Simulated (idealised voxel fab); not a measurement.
process module | voxel self aligned contacts
FYI the section here is cut, 240 nm wide, cells are 5 nm squares.
We lay out every cross-section as a grid of square cells and spell it out in bands from the top down, where one band means one or more rows of cells.
Band: top and bottom heights (nm) first, top before bottom; then materials from left to right, widths in nm. "edge to edge" marks a sole material filling the band edge to edge. "empty" denotes empty space.
Basically, 0 is our baseline, since under it the wafer straight out of the box is all one material. The bottom band has no lower end and keeps on going down, so it looks like "0 nm and below".
When a width is written as two numbers, as in "30->40", the first number is the width in the top row of cells of the band and the second is the width in its bottom row, and the width changes by the same amount from each row to the next.
"nothing changed" -> step changed no cross-section cell.
"Closed void listing" means: voids of 8 cells or more that are shut off from the top with no open way through. Written width x height at distance, distance from the left edge, in nm.
What comes after the settings on a step's line is commentary from the simulator itself on that step.
If you see "overlay nm" on a step's line and that step has a mask, it's telling you how far right of where it was planned the mask ended up; a negative number means it went left instead.

Planned process steps
1,RECEIVE,material Si
2,OXIDIZE,depth nm 5
3,DIRECTIONAL_DEP,material polySi,thk nm 30
4,DIRECTIONAL_DEP,material SiN,thk nm 20
5,PATTERN,tone cover,mask id GATE,material resist,width nm 35,pitch nm 70,thk nm 15,overlay nm 0
6,DIRECTIONAL_ETCH,etch materials SiN,depth nm 20
7,DIRECTIONAL_ETCH,etch materials polySi,depth nm 30
8,STRIP,etch materials resist
9,CONFORMAL_DEP,material SiN,thk nm 10
10,DIRECTIONAL_ETCH,etch materials SiN,depth nm 10
11,FILL_DEP,material SiO2,thk nm 15
12,CMP,height nm 60
13,DIRECTIONAL_DEP,material aC,thk nm 10
14,PATTERN,tone open,mask id CONTACT,material resist,width nm 55,pitch nm 70,thk nm 30,overlay nm 0
15,DIRECTIONAL_ETCH,etch materials aC,depth nm 10
16,STRIP,etch materials resist
17,DIRECTIONAL_ETCH,etch materials SiO2,depth nm 65
18,STRIP,etch materials aC
19,CONFORMAL_DEP,material TiN,thk nm 5
20,FILL_DEP,material W,thk nm 5
21,CMP,height nm 60
22,CONFORMAL_DEP,material SiCN,thk nm 5

Wafer at receipt (post step 1), cross-section
  0 nm and below  Si edge to edge
  Closed void listing: none

First wafer at the end, as planned
  65 nm to 60 nm  SiCN edge to edge
  60 nm to 50 nm  55 of SiO2, 5->25 of TiN, 45->5 of W, 5->25 of TiN, 15 of SiO2, 5->25 of TiN, 45->5 of W, 5->25 of TiN, 60 of SiO2
  50 nm to 30 nm  20 of SiO2, 55 of SiN, 5 of TiN, 5 of W, 5 of TiN, 55 of SiN, 5 of TiN, 5 of W, 5 of TiN, 55 of SiN, 25 of SiO2
  30 nm to 0 nm  20 of SiO2, 10 of SiN, 35 of polySi, 10 of SiN, 5 of TiN, 5 of W, 5 of TiN, 10 of SiN, 35 of polySi, 10 of SiN, 5 of TiN, 5 of W, 5 of TiN, 10 of SiN, 35 of polySi, 10 of SiN, 25 of SiO2
  0 nm to -5 nm  75 of SiO2, 15 of TiN, 55 of SiO2, 15 of TiN, 80 of SiO2
  -5 nm and below  Si edge to edge
  Closed void listing: none

Wafer two, end of module, cross-section. Same start, same plan as wafer one. One mistake in the run
  65 nm to 60 nm  SiCN edge to edge
  60 nm to 35 nm  20 of SiO2, 10 of SiN, 35 of polySi, 10 of SiN, 5 of TiN, 5 of W, 5 of TiN, 10 of SiN, 35 of polySi, 10 of SiN, 5 of TiN, 5 of W, 5 of TiN, 10 of SiN, 35 of polySi, 10 of SiN, 25 of SiO2
  35 nm to 30 nm  20 of SiO2, 10 of SiN, 35 of polySi, 10 of SiN, 15 of TiN, 10 of SiN, 35 of polySi, 10 of SiN, 15 of TiN, 10 of SiN, 35 of polySi, 10 of SiN, 25 of SiO2
  30 nm to 0 nm  polySi edge to edge
  0 nm to -5 nm  SiO2 edge to edge
  -5 nm and below  Si edge to edge
  Closed void listing: none
What was done differently from what was planned? step 3 of the plan was performed twice
The closing comparison, in cells, has the second wafer with more or fewer of some materials than the first: -132 SiN; -82 SiO2; -44 TiN; -30 W; +288 polySi
